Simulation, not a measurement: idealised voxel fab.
process module | voxel capacitor over wiring
cross-section cut | 230 nm wide | cells 5 nm
A cross-section is a grid of square cells, given in bands from the top down. A band is one or more rows of cells.
Each band's line starts with the height of the band's top and of its bottom, in nm. Then come its materials from left to right, each with its width in nm. One material with "throughout" fills the band from edge to edge. "air" is empty space.
Height 0 is the level under which the wafer as received is all one material. The lowest band goes on downwards, as in "0 down".
A width such as "30 to 40" changes by the same amount from each row of cells to the next, from the band's top row to its bottom row.
"no change" after a step means that no cell of the cross-section changed.
closed voids: empty space of 8 cells or more with no open way to the top, each as width x height at its distance from the left edge, in nm
after a step's settings: what the simulator itself notes on the step
overlay nm, on a step with a mask: how far to the right of its planned place the mask lay; to the left if negative
plan
1 op RECEIVE | material Si
2 op CONFORMAL_DEP | material SiO2 | thk nm 10
3 op CONFORMAL_DEP | material SiN | thk nm 5
4 op DIRECTIONAL_DEP | material lowk | thk nm 15
5 op PATTERN | tone open | mask id METAL_1 | material resist | width nm 20 | pitch nm 80 | thk nm 20 | overlay nm 0
6 op DIRECTIONAL_ETCH | etch materials lowk | depth nm 15
7 op DIRECTIONAL_ETCH | etch materials SiN | depth nm 5
8 op STRIP | etch materials resist
9 op CONFORMAL_DEP | material TiN | thk nm 5
10 op FILL_DEP | material W | thk nm 10
11 op CMP | height nm 30
12 op CONFORMAL_DEP | material SiCN | thk nm 5
13 op DIRECTIONAL_DEP | material SiO2 | thk nm 15
14 op MASKED_ETCH | tone open | mask id PLUG_1 | width nm 15 | etch materials SiO2 | depth nm 15 | overlay nm 0
15 op MASKED_ETCH | tone open | mask id PLUG_1 | width nm 15 | etch materials SiCN | depth nm 5 | overlay nm 0
16 op CONFORMAL_DEP | material TiN | thk nm 5
17 op FILL_DEP | material Ru | thk nm 10
18 op CMP | height nm 50
19 op DIRECTIONAL_DEP | material TiN | thk nm 5
20 op DIRECTIONAL_DEP | material Al2O3 | thk nm 5
21 op DIRECTIONAL_DEP | material TiN | thk nm 5
22 op MASKED_ETCH | tone cover | mask id UPPER_PLATE | width nm 65 | etch materials TiN | depth nm 5 | overlay nm 0
23 op MASKED_ETCH | tone cover | mask id UPPER_PLATE | width nm 65 | etch materials Al2O3 | depth nm 5 | overlay nm 0
24 op PATTERN | tone cover | mask id LOWER_PLATE | material resist | width nm 65 | thk nm 20 | overlay nm 0
25 op DIRECTIONAL_ETCH | etch materials TiN | depth nm 5
26 op STRIP | etch materials resist
27 op FILL_DEP | material SiO2 | thk nm 15
28 op CMP | height nm 75
29 op MASKED_ETCH | tone open | mask id PLUG_2 | width nm 15 | etch materials SiO2 | depth nm 10 | overlay nm 0
30 op CONFORMAL_DEP | material TiN | thk nm 5
31 op FILL_DEP | material Ru | thk nm 10
32 op CMP | height nm 75
33 op CONFORMAL_DEP | material SiN | thk nm 5
varied across the wafers: width nm of step 24. The plan shows the first wafer's value. All wafers start alike
first wafer as received, after step 1
  0 down: Si throughout
  closed voids: none
each wafer at the end: cells of each material gained (+) or lost (-) since it was received, then its closed voids
width nm 65 | +13 Al2O3 | +4 Ru | +43 SiCN | +84 SiN | +406 SiO2 | +60 TiN | +12 W | +114 lowk | closed voids: none
width nm 70 | +13 Al2O3 | +4 Ru | +43 SiCN | +84 SiN | +405 SiO2 | +61 TiN | +12 W | +114 lowk | closed voids: none
width nm 75 | +13 Al2O3 | +4 Ru | +43 SiCN | +84 SiN | +404 SiO2 | +62 TiN | +12 W | +114 lowk | closed voids: none
width nm 80 | +13 Al2O3 | +4 Ru | +43 SiCN | +84 SiN | +403 SiO2 | +63 TiN | +12 W | +114 lowk | closed voids: none
width nm 85 | +13 Al2O3 | +4 Ru | +43 SiCN | +84 SiN | +402 SiO2 | +64 TiN | +12 W | +114 lowk | closed voids: none
width nm 90 | +13 Al2O3 | +4 Ru | +43 SiCN | +84 SiN | +401 SiO2 | +65 TiN | +12 W | +114 lowk | closed voids: none
